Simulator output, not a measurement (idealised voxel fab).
process module | voxel transistor to metal
cross-section cut | 195 nm wide | cells 5 nm
A cross-section is a grid of square cells, given in bands from the top down. A band is one or more rows of cells.
Each band's line starts with the height of the band's top and of its bottom, in nm. Then come its materials from left to right, each with its width in nm. One material with "throughout" fills the band from edge to edge. "air" is empty space.
Height 0 is the level under which the wafer as received is all one material. The lowest band goes on downwards, as in "0 down".
A width such as "30 to 40" changes by the same amount from each row of cells to the next, from the band's top row to its bottom row.
"no change" after a step means that no cell of the cross-section changed.
closed voids: empty space of 8 cells or more with no open way to the top, each as width x height at its distance from the left edge, in nm
after a step's settings: what the simulator itself notes on the step
overlay nm, on a step with a mask: how far to the right of its planned place the mask lay; to the left if negative
plan
1 op RECEIVE | material Si
2 op CONFORMAL_DEP | material SiO2 | thk nm 5
3 op CONFORMAL_DEP | material SiN | thk nm 10
4 op DIRECTIONAL_DEP | material aC | thk nm 10
5 op PATTERN | tone cover | mask id ACTIVE | material resist | width nm 115 | thk nm 25 | overlay nm 0
6 op DIRECTIONAL_ETCH | etch materials aC | depth nm 10
7 op STRIP | etch materials resist
8 op DIRECTIONAL_ETCH | etch materials SiN | depth nm 10
9 op DIRECTIONAL_ETCH | etch materials SiO2 | depth nm 5
10 op DIRECTIONAL_ETCH | etch materials Si | depth nm 25
11 op STRIP | etch materials aC
12 op FILL_DEP | material SiO2 | thk nm 5
13 op CMP | height nm 15
14 op SELECTIVE_ETCH | etch materials SiO2 | depth nm 10
15 op STRIP | etch materials SiN
16 op SELECTIVE_ETCH | etch materials SiO2 | depth nm 5
17 op OXIDIZE | depth nm 5
18 op DIRECTIONAL_DEP | material polySi | thk nm 25
19 op DIRECTIONAL_DEP | material SiCN | thk nm 15
20 op MASKED_ETCH | tone cover | mask id GATE | width nm 25 | etch materials SiCN | depth nm 25 | overlay nm 0
21 op MASKED_ETCH | tone cover | mask id GATE | width nm 25 | etch materials polySi | depth nm 35 | overlay nm 0
22 op CONFORMAL_DEP | material SiO2 | thk nm 5
23 op DIRECTIONAL_ETCH | etch materials SiO2 | depth nm 5
24 op CONFORMAL_DEP | material SiN | thk nm 10
25 op DIRECTIONAL_ETCH | etch materials SiN | depth nm 10
26 op DIRECTIONAL_ETCH | etch materials SiO2 | depth nm 5
27 op DIRECTIONAL_ETCH | etch materials Si | depth nm 5
28 op EPI | material SiGe | thk nm 10
29 op FILL_DEP | material SiO2 | thk nm 5
30 op CMP | height nm 25
31 op STRIP | etch materials polySi
32 op SELECTIVE_ETCH | etch materials SiO2 | depth nm 5
33 op CONFORMAL_DEP | material HfO2 | thk nm 5
34 op CONFORMAL_DEP | material TiN | thk nm 5
35 op FILL_DEP | material W | thk nm 5
36 op CMP | height nm 20
37 op DIRECTIONAL_DEP | material SiO2 | thk nm 10
38 op MASKED_ETCH | tone open | mask id CONTACT | width nm 20 | pitch nm 75 | etch materials SiO2 | depth nm 30 | overlay nm 0
39 op CONFORMAL_DEP | material TiN | thk nm 5
40 op FILL_DEP | material W | thk nm 5
41 op CMP | height nm 30
42 op CONFORMAL_DEP | material SiCN | thk nm 5
43 op DIRECTIONAL_DEP | material SiO2 | thk nm 15
44 op DIRECTIONAL_DEP | material aC | thk nm 15
45 op PATTERN | tone open | mask id METAL_1 | material resist | width nm 20 | pitch nm 75 | thk nm 30 | overlay nm 0
46 op DIRECTIONAL_ETCH | etch materials aC | depth nm 15
47 op STRIP | etch materials resist
48 op DIRECTIONAL_ETCH | etch materials SiO2 | depth nm 15
49 op DIRECTIONAL_ETCH | etch materials SiCN | depth nm 5
50 op STRIP | etch materials aC
51 op CONFORMAL_DEP | material TiN | thk nm 5
52 op FILL_DEP | material Ru | thk nm 5
53 op CMP | height nm 50
54 op CONFORMAL_DEP | material SiN | thk nm 5
first wafer, as planned
as received, after step 1
  0 down: Si throughout
  closed voids: none
after step 2
  5 to 0: SiO2 throughout
  below 0: unchanged
after step 3
  15 to 5: SiN throughout
  below 5: unchanged
after step 4
  25 to 15: aC throughout
  below 15: unchanged
after step 5
  50 to 25: air 40 | resist 115 | air 40
  below 25: unchanged
after step 6
  40 to 25: air 40 | resist 115 | air 40
  25 to 15: air 40 | aC 115 | air 40
  below 15: unchanged
after step 7
  25 to 15: air 40 | aC 115 | air 40
  below 15: unchanged
after step 8
  25 to 15: air 40 | aC 115 | air 40
  15 to 5: air 40 | SiN 115 | air 40
  below 5: unchanged
after step 9
  25 to 15: air 40 | aC 115 | air 40
  15 to 5: air 40 | SiN 115 | air 40
  5 to 0: air 40 | SiO2 115 | air 40
  below 0: unchanged
after step 10
  25 to 15: air 40 | aC 115 | air 40
  15 to 5: air 40 | SiN 115 | air 40
  5 to 0: air 40 | SiO2 115 | air 40
  0 to -25: air 40 | Si 115 | air 40
  below -25: unchanged
after step 11
  15 to 5: air 40 | SiN 115 | air 40
  below 5: unchanged
after step 12
  20 to 15: SiO2 throughout
  15 to 5: SiO2 40 | SiN 115 | SiO2 40
  5 to 0: SiO2 throughout
  0 to -25: SiO2 40 | Si 115 | SiO2 40
  below -25: unchanged
after step 13
  15 to 5: SiO2 40 | SiN 115 | SiO2 40
  below 5: unchanged
after step 14
  15 to 5: air 40 | SiN 115 | air 40
  below 5: unchanged
after step 15
  5 to 0: SiO2 throughout
  below 0: unchanged
after step 16
  0 to -25: SiO2 40 | Si 115 | SiO2 40
  below -25: unchanged
after step 17
  0 to -5: SiO2 throughout
  below -5: unchanged
after step 18
  25 to 0: polySi throughout
  below 0: unchanged
after step 19
  40 to 25: SiCN throughout
  below 25: unchanged
after step 20
  40 to 25: air 85 | SiCN 25 | air 85
  below 25: unchanged
after step 21
  40 to 25: air 85 | SiCN 25 | air 85
  25 to 0: air 85 | polySi 25 | air 85
  below 0: unchanged
after step 22
  45 to 40: air 80 | SiO2 35 | air 80
  40 to 25: air 80 | SiO2 5 | SiCN 25 | SiO2 5 | air 80
  25 to 5: air 80 | SiO2 5 | polySi 25 | SiO2 5 | air 80
  5 to 0: SiO2 85 | polySi 25 | SiO2 85
  below 0: unchanged
after step 23
  40 to 25: air 80 | SiO2 5 | SiCN 25 | SiO2 5 | air 80
  25 to 0: air 80 | SiO2 5 | polySi 25 | SiO2 5 | air 80
  below 0: unchanged
after step 24
  50 to 40: air 70 | SiN 55 | air 70
  40 to 25: air 70 | SiN 10 | SiO2 5 | SiCN 25 | SiO2 5 | SiN 10 | air 70
  25 to 10: air 70 | SiN 10 | SiO2 5 | polySi 25 | SiO2 5 | SiN 10 | air 70
  10 to 0: SiN 80 | SiO2 5 | polySi 25 | SiO2 5 | SiN 80
  below 0: unchanged
after step 25
  40 to 25: air 70 | SiN 10 | SiO2 5 | SiCN 25 | SiO2 5 | SiN 10 | air 70
  25 to 0: air 70 | SiN 10 | SiO2 5 | polySi 25 | SiO2 5 | SiN 10 | air 70
  below 0: unchanged
after step 26
  40 to 35: air 70 | SiN 10 | air 5 | SiCN 25 | air 5 | SiN 10 | air 70
  35 to 25: air 70 | SiN 10 | SiO2 5 | SiCN 25 | SiO2 5 | SiN 10 | air 70
  25 to 0: air 70 | SiN 10 | SiO2 5 | polySi 25 | SiO2 5 | SiN 10 | air 70
  0 to -5: air 70 | SiO2 55 | air 70
  below -5: unchanged
after step 27
  40 to 35: air 70 | SiN 10 | air 5 | SiCN 25 | air 5 | SiN 10 | air 70
  35 to 25: air 70 | SiN 10 | SiO2 5 | SiCN 25 | SiO2 5 | SiN 10 | air 70
  25 to 0: air 70 | SiN 10 | SiO2 5 | polySi 25 | SiO2 5 | SiN 10 | air 70
  0 to -5: air 70 | SiO2 55 | air 70
  -5 to -10: SiO2 40 | air 30 | Si 55 | air 30 | SiO2 40
  below -10: unchanged
after step 28
  40 to 35: air 70 | SiN 10 | air 5 | SiCN 25 | air 5 | SiN 10 | air 70
  35 to 25: air 70 | SiN 10 | SiO2 5 | SiCN 25 | SiO2 5 | SiN 10 | air 70
  25 to 5: air 70 | SiN 10 | SiO2 5 | polySi 25 | SiO2 5 | SiN 10 | air 70
  5 to 0: air 60 | SiGe 10 | SiN 10 | SiO2 5 | polySi 25 | SiO2 5 | SiN 10 | SiGe 10 | air 60
  0 to -5: air 35 | SiGe 35 | SiO2 55 | SiGe 35 | air 35
  -5 to -10: SiO2 40 | SiGe 30 | Si 55 | SiGe 30 | SiO2 40
  below -10: unchanged
after step 29
  45 to 40: SiO2 throughout
  40 to 25: SiO2 70 | SiN 10 | SiO2 5 | SiCN 25 | SiO2 5 | SiN 10 | SiO2 70
  25 to 5: SiO2 70 | SiN 10 | SiO2 5 | polySi 25 | SiO2 5 | SiN 10 | SiO2 70
  5 to 0: SiO2 60 | SiGe 10 | SiN 10 | SiO2 5 | polySi 25 | SiO2 5 | SiN 10 | SiGe 10 | SiO2 60
  0 to -5: SiO2 35 | SiGe 35 | SiO2 55 | SiGe 35 | SiO2 35
  below -5: unchanged
after step 30
  25 to 5: SiO2 70 | SiN 10 | SiO2 5 | polySi 25 | SiO2 5 | SiN 10 | SiO2 70
  below 5: unchanged
after step 31
  25 to 5: SiO2 70 | SiN 10 | SiO2 5 | air 25 | SiO2 5 | SiN 10 | SiO2 70
  5 to 0: SiO2 60 | SiGe 10 | SiN 10 | SiO2 5 | air 25 | SiO2 5 | SiN 10 | SiGe 10 | SiO2 60
  below 0: unchanged
after step 32
  25 to 20: air 70 | SiN 10 | air 35 | SiN 10 | air 70
  20 to 5: SiO2 70 | SiN 10 | air 35 | SiN 10 | SiO2 70
  5 to 0: SiO2 60 | SiGe 10 | SiN 10 | air 35 | SiN 10 | SiGe 10 | SiO2 60
  0 to -5: SiO2 35 | SiGe 35 | SiO2 10 | air 35 | SiO2 10 | SiGe 35 | SiO2 35
  below -5: unchanged
after step 33
  30 to 25: air 65 | HfO2 20 | air 25 | HfO2 20 | air 65
  25 to 20: HfO2 70 | SiN 10 | HfO2 5 | air 25 | HfO2 5 | SiN 10 | HfO2 70
  20 to 5: SiO2 70 | SiN 10 | HfO2 5 | air 25 | HfO2 5 | SiN 10 | SiO2 70
  5 to 0: SiO2 60 | SiGe 10 | SiN 10 | HfO2 5 | air 25 | HfO2 5 | SiN 10 | SiGe 10 | SiO2 60
  0 to -5: SiO2 35 | SiGe 35 | SiO2 10 | HfO2 35 | SiO2 10 | SiGe 35 | SiO2 35
  below -5: unchanged
after step 34
  35 to 30: air 60 | TiN 30 | air 15 | TiN 30 | air 60
  30 to 25: TiN 65 | HfO2 20 | TiN 5 | air 15 | TiN 5 | HfO2 20 | TiN 65
  25 to 20: HfO2 70 | SiN 10 | HfO2 5 | TiN 5 | air 15 | TiN 5 | HfO2 5 | SiN 10 | HfO2 70
  20 to 5: SiO2 70 | SiN 10 | HfO2 5 | TiN 5 | air 15 | TiN 5 | HfO2 5 | SiN 10 | SiO2 70
  5 to 0: SiO2 60 | SiGe 10 | SiN 10 | HfO2 5 | TiN 25 | HfO2 5 | SiN 10 | SiGe 10 | SiO2 60
  below 0: unchanged
after step 35
  40 to 35: W throughout
  35 to 30: W 60 | TiN 30 | W 15 | TiN 30 | W 60
  30 to 25: TiN 65 | HfO2 20 | TiN 5 | W 15 | TiN 5 | HfO2 20 | TiN 65
  25 to 20: HfO2 70 | SiN 10 | HfO2 5 | TiN 5 | W 15 | TiN 5 | HfO2 5 | SiN 10 | HfO2 70
  20 to 5: SiO2 70 | SiN 10 | HfO2 5 | TiN 5 | W 15 | TiN 5 | HfO2 5 | SiN 10 | SiO2 70
  below 5: unchanged
after step 36
  20 to 5: SiO2 70 | SiN 10 | HfO2 5 | TiN 5 | W 15 | TiN 5 | HfO2 5 | SiN 10 | SiO2 70
  below 5: unchanged
after step 37
  30 to 20: SiO2 throughout
  below 20: unchanged
after step 38
  30 to 20: SiO2 50 | air 20 | SiO2 55 | air 20 | SiO2 50
  20 to 5: SiO2 50 | air 20 | SiN 10 | HfO2 5 | TiN 5 | W 15 | TiN 5 | HfO2 5 | SiN 10 | air 20 | SiO2 50
  5 to 0: SiO2 50 | air 10 | SiGe 10 | SiN 10 | HfO2 5 | TiN 25 | HfO2 5 | SiN 10 | SiGe 10 | air 10 | SiO2 50
  below 0: unchanged
after step 39
  35 to 30: TiN 55 | air 10 | TiN 65 | air 10 | TiN 55
  30 to 20: SiO2 50 | TiN 5 | air 10 | TiN 5 | SiO2 55 | TiN 5 | air 10 | TiN 5 | SiO2 50
  20 to 10: SiO2 50 | TiN 5 | air 10 | TiN 5 | SiN 10 | HfO2 5 | TiN 5 | W 15 | TiN 5 | HfO2 5 | SiN 10 | TiN 5 | air 10 | TiN 5 | SiO2 50
  10 to 5: SiO2 50 | TiN 20 | SiN 10 | HfO2 5 | TiN 5 | W 15 | TiN 5 | HfO2 5 | SiN 10 | TiN 20 | SiO2 50
  5 to 0: SiO2 50 | TiN 10 | SiGe 10 | SiN 10 | HfO2 5 | TiN 25 | HfO2 5 | SiN 10 | SiGe 10 | TiN 10 | SiO2 50
  below 0: unchanged
after step 40
  40 to 35: W throughout
  35 to 30: TiN 55 | W 10 | TiN 65 | W 10 | TiN 55
  30 to 20: SiO2 50 | TiN 5 | W 10 | TiN 5 | SiO2 55 | TiN 5 | W 10 | TiN 5 | SiO2 50
  20 to 10: SiO2 50 | TiN 5 | W 10 | TiN 5 | SiN 10 | HfO2 5 | TiN 5 | W 15 | TiN 5 | HfO2 5 | SiN 10 | TiN 5 | W 10 | TiN 5 | SiO2 50
  below 10: unchanged
after step 41
  30 to 20: SiO2 50 | TiN 5 | W 10 | TiN 5 | SiO2 55 | TiN 5 | W 10 | TiN 5 | SiO2 50
  below 20: unchanged
after step 42
  35 to 30: SiCN throughout
  below 30: unchanged
after step 43
  50 to 35: SiO2 throughout
  below 35: unchanged
after step 44
  65 to 50: aC throughout
  below 50: unchanged
after step 45
  95 to 65: resist 50 | air 20 | resist 55 | air 20 | resist 50
  below 65: unchanged
after step 46
  80 to 65: resist 50 | air 20 | resist 55 | air 20 | resist 50
  65 to 50: aC 50 | air 20 | aC 55 | air 20 | aC 50
  below 50: unchanged
after step 47
  65 to 50: aC 50 | air 20 | aC 55 | air 20 | aC 50
  below 50: unchanged
after step 48
  65 to 50: aC 50 | air 20 | aC 55 | air 20 | aC 50
  50 to 35: SiO2 50 | air 20 | SiO2 55 | air 20 | SiO2 50
  below 35: unchanged
after step 49
  65 to 50: aC 50 | air 20 | aC 55 | air 20 | aC 50
  50 to 35: SiO2 50 | air 20 | SiO2 55 | air 20 | SiO2 50
  35 to 30: SiCN 50 | air 20 | SiCN 55 | air 20 | SiCN 50
  below 30: unchanged
after step 50
  50 to 35: SiO2 50 | air 20 | SiO2 55 | air 20 | SiO2 50
  below 35: unchanged
after step 51
  55 to 50: TiN 55 | air 10 | TiN 65 | air 10 | TiN 55
  50 to 35: SiO2 50 | TiN 5 | air 10 | TiN 5 | SiO2 55 | TiN 5 | air 10 | TiN 5 | SiO2 50
  35 to 30: SiCN 50 | TiN 20 | SiCN 55 | TiN 20 | SiCN 50
  below 30: unchanged
after step 52
  60 to 55: Ru throughout
  55 to 50: TiN 55 | Ru 10 | TiN 65 | Ru 10 | TiN 55
  50 to 35: SiO2 50 | TiN 5 | Ru 10 | TiN 5 | SiO2 55 | TiN 5 | Ru 10 | TiN 5 | SiO2 50
  below 35: unchanged
after step 53
  50 to 35: SiO2 50 | TiN 5 | Ru 10 | TiN 5 | SiO2 55 | TiN 5 | Ru 10 | TiN 5 | SiO2 50
  below 35: unchanged
after step 54
  55 to 50: SiN throughout
  below 50: unchanged
second wafer: like start, like plan, one mistake. Through step 32 it matches the first wafer
when step 33 should have ended
  30 to 25: air 65 | TiN 20 | air 25 | TiN 20 | air 65
  25 to 20: TiN 70 | SiN 10 | TiN 5 | air 25 | TiN 5 | SiN 10 | TiN 70
  20 to 5: SiO2 70 | SiN 10 | TiN 5 | air 25 | TiN 5 | SiN 10 | SiO2 70
  5 to 0: SiO2 60 | SiGe 10 | SiN 10 | TiN 5 | air 25 | TiN 5 | SiN 10 | SiGe 10 | SiO2 60
  0 to -5: SiO2 35 | SiGe 35 | SiO2 10 | TiN 35 | SiO2 10 | SiGe 35 | SiO2 35
  below -5: unchanged
when step 34 should have ended
  35 to 30: air 60 | HfO2 30 | air 15 | HfO2 30 | air 60
  30 to 25: HfO2 65 | TiN 20 | HfO2 5 | air 15 | HfO2 5 | TiN 20 | HfO2 65
  25 to 20: TiN 70 | SiN 10 | TiN 5 | HfO2 5 | air 15 | HfO2 5 | TiN 5 | SiN 10 | TiN 70
  20 to 5: SiO2 70 | SiN 10 | TiN 5 | HfO2 5 | air 15 | HfO2 5 | TiN 5 | SiN 10 | SiO2 70
  5 to 0: SiO2 60 | SiGe 10 | SiN 10 | TiN 5 | HfO2 25 | TiN 5 | SiN 10 | SiGe 10 | SiO2 60
  below 0: unchanged
when step 35 should have ended
  40 to 35: W throughout
  35 to 30: W 60 | HfO2 30 | W 15 | HfO2 30 | W 60
  30 to 25: HfO2 65 | TiN 20 | HfO2 5 | W 15 | HfO2 5 | TiN 20 | HfO2 65
  25 to 20: TiN 70 | SiN 10 | TiN 5 | HfO2 5 | W 15 | HfO2 5 | TiN 5 | SiN 10 | TiN 70
  20 to 5: SiO2 70 | SiN 10 | TiN 5 | HfO2 5 | W 15 | HfO2 5 | TiN 5 | SiN 10 | SiO2 70
  below 5: unchanged
when step 36 should have ended
  20 to 5: SiO2 70 | SiN 10 | TiN 5 | HfO2 5 | W 15 | HfO2 5 | TiN 5 | SiN 10 | SiO2 70
  below 5: unchanged
when step 37 should have ended
  30 to 20: SiO2 throughout
  below 20: unchanged
when step 38 should have ended
  30 to 20: SiO2 50 | air 20 | SiO2 55 | air 20 | SiO2 50
  20 to 5: SiO2 50 | air 20 | SiN 10 | TiN 5 | HfO2 5 | W 15 | HfO2 5 | TiN 5 | SiN 10 | air 20 | SiO2 50
  5 to 0: SiO2 50 | air 10 | SiGe 10 | SiN 10 | TiN 5 | HfO2 25 | TiN 5 | SiN 10 | SiGe 10 | air 10 | SiO2 50
  below 0: unchanged
when step 39 should have ended
  35 to 30: TiN 55 | air 10 | TiN 65 | air 10 | TiN 55
  30 to 20: SiO2 50 | TiN 5 | air 10 | TiN 5 | SiO2 55 | TiN 5 | air 10 | TiN 5 | SiO2 50
  20 to 10: SiO2 50 | TiN 5 | air 10 | TiN 5 | SiN 10 | TiN 5 | HfO2 5 | W 15 | HfO2 5 | TiN 5 | SiN 10 | TiN 5 | air 10 | TiN 5 | SiO2 50
  10 to 5: SiO2 50 | TiN 20 | SiN 10 | TiN 5 | HfO2 5 | W 15 | HfO2 5 | TiN 5 | SiN 10 | TiN 20 | SiO2 50
  5 to 0: SiO2 50 | TiN 10 | SiGe 10 | SiN 10 | TiN 5 | HfO2 25 | TiN 5 | SiN 10 | SiGe 10 | TiN 10 | SiO2 50
  below 0: unchanged
when step 40 should have ended
  40 to 35: W throughout
  35 to 30: TiN 55 | W 10 | TiN 65 | W 10 | TiN 55
  30 to 20: SiO2 50 | TiN 5 | W 10 | TiN 5 | SiO2 55 | TiN 5 | W 10 | TiN 5 | SiO2 50
  20 to 10: SiO2 50 | TiN 5 | W 10 | TiN 5 | SiN 10 | TiN 5 | HfO2 5 | W 15 | HfO2 5 | TiN 5 | SiN 10 | TiN 5 | W 10 | TiN 5 | SiO2 50
  below 10: unchanged
when step 41 should have ended
  30 to 20: SiO2 50 | TiN 5 | W 10 | TiN 5 | SiO2 55 | TiN 5 | W 10 | TiN 5 | SiO2 50
  below 20: unchanged
when step 42 should have ended
  35 to 30: SiCN throughout
  below 30: unchanged
when step 43 should have ended
  50 to 35: SiO2 throughout
  below 35: unchanged
when step 44 should have ended
  65 to 50: aC throughout
  below 50: unchanged
when step 45 should have ended
  95 to 65: resist 50 | air 20 | resist 55 | air 20 | resist 50
  below 65: unchanged
when step 46 should have ended
  80 to 65: resist 50 | air 20 | resist 55 | air 20 | resist 50
  65 to 50: aC 50 | air 20 | aC 55 | air 20 | aC 50
  below 50: unchanged
when step 47 should have ended
  65 to 50: aC 50 | air 20 | aC 55 | air 20 | aC 50
  below 50: unchanged
when step 48 should have ended
  65 to 50: aC 50 | air 20 | aC 55 | air 20 | aC 50
  50 to 35: SiO2 50 | air 20 | SiO2 55 | air 20 | SiO2 50
  below 35: unchanged
when step 49 should have ended
  65 to 50: aC 50 | air 20 | aC 55 | air 20 | aC 50
  50 to 35: SiO2 50 | air 20 | SiO2 55 | air 20 | SiO2 50
  35 to 30: SiCN 50 | air 20 | SiCN 55 | air 20 | SiCN 50
  below 30: unchanged
when step 50 should have ended
  50 to 35: SiO2 50 | air 20 | SiO2 55 | air 20 | SiO2 50
  below 35: unchanged
when step 51 should have ended
  55 to 50: TiN 55 | air 10 | TiN 65 | air 10 | TiN 55
  50 to 35: SiO2 50 | TiN 5 | air 10 | TiN 5 | SiO2 55 | TiN 5 | air 10 | TiN 5 | SiO2 50
  35 to 30: SiCN 50 | TiN 20 | SiCN 55 | TiN 20 | SiCN 50
  below 30: unchanged
when step 52 should have ended
  60 to 55: Ru throughout
  55 to 50: TiN 55 | Ru 10 | TiN 65 | Ru 10 | TiN 55
  50 to 35: SiO2 50 | TiN 5 | Ru 10 | TiN 5 | SiO2 55 | TiN 5 | Ru 10 | TiN 5 | SiO2 50
  below 35: unchanged
when step 53 should have ended
  50 to 35: SiO2 50 | TiN 5 | Ru 10 | TiN 5 | SiO2 55 | TiN 5 | Ru 10 | TiN 5 | SiO2 50
  below 35: unchanged
when step 54 should have ended
  55 to 50: SiN throughout
  below 50: unchanged
what went wrong: steps 33 and 34 were swapped
at the end the second wafer has, in cells: 4 fewer of HfO2 | 4 more of TiN
